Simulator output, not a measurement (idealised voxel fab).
process module | voxel ribs on slabs
cross-section cut | 295 nm wide | cells 5 nm
A cross-section is a grid of square cells, given in bands from the top down. A band is one or more rows of cells.
Each band's line starts with the height of the band's top and of its bottom, in nm. Then come its materials from left to right, each with its width in nm. One material with "throughout" fills the band from edge to edge. "air" is empty space.
Height 0 is the level under which the wafer as received is all one material. The lowest band goes on downwards, as in "0 down".
A width such as "30 to 40" changes by the same amount from each row of cells to the next, from the band's top row to its bottom row.
"no change" after a step means that no cell of the cross-section changed.
closed voids: empty space of 8 cells or more with no open way to the top, each as width x height at its distance from the left edge, in nm
after a step's settings: what the simulator itself notes on the step
overlay nm, on a step with a mask: how far to the right of its planned place the mask lay; to the left if negative
plan
1 op RECEIVE | material Si
2 op DIRECTIONAL_DEP | material SiO2 | thk nm 30
3 op DIRECTIONAL_DEP | material polySi | thk nm 25
4 op PATTERN | tone cover | mask id RIB | material resist | width nm 30 | thk nm 20 | overlay nm 0
5 op DIRECTIONAL_ETCH | etch materials polySi | depth nm 15
6 op STRIP | etch materials resist
7 op MASKED_ETCH | tone cover | mask id SLAB | width nm 60 | etch materials polySi | depth nm 10 | overlay nm 0
8 op FILL_DEP | material SiO2 | thk nm 30
9 op CMP | height nm 75
10 op DIRECTIONAL_DEP | material W | thk nm 5
11 op DIRECTIONAL_DEP | material aC | thk nm 10
12 op PATTERN | tone cover | mask id HEATER | material resist | width nm 40 | thk nm 25 | overlay nm 0
13 op DIRECTIONAL_ETCH | etch materials aC | depth nm 10
14 op STRIP | etch materials resist
15 op DIRECTIONAL_ETCH | etch materials W | depth nm 5
16 op STRIP | etch materials aC
17 op CONFORMAL_DEP | material SiO2 | thk nm 10
as received, after step 1
  0 down: Si throughout
  closed voids: none
first wafer at the end, as planned
  90 to 85: air 115 | SiO2 60 | air 120
  85 to 80: SiO2 throughout
  80 to 75: SiO2 125 | W 40 | SiO2 130
  75 to 55: SiO2 throughout
  55 to 40: SiO2 130 | polySi 30 | SiO2 135
  40 to 30: SiO2 115 | polySi 60 | SiO2 120
  30 to 0: SiO2 throughout
  0 down: Si throughout
  closed voids: none
second wafer at the end: like start, like plan, one mistake
  90 to 85: air 115 | SiO2 60 | air 120
  85 to 80: SiO2 throughout
  80 to 75: SiO2 125 | W 40 | SiO2 130
  75 to 70: SiO2 130 | polySi 30 | SiO2 135
  70 to 60: SiO2 115 | polySi 60 | SiO2 120
  60 to 0: SiO2 throughout
  0 down: Si throughout
  closed voids: none
what went wrong: step 2 was run twice
at the end the second wafer has, in cells: 12 more of SiO2 | 12 fewer of polySi
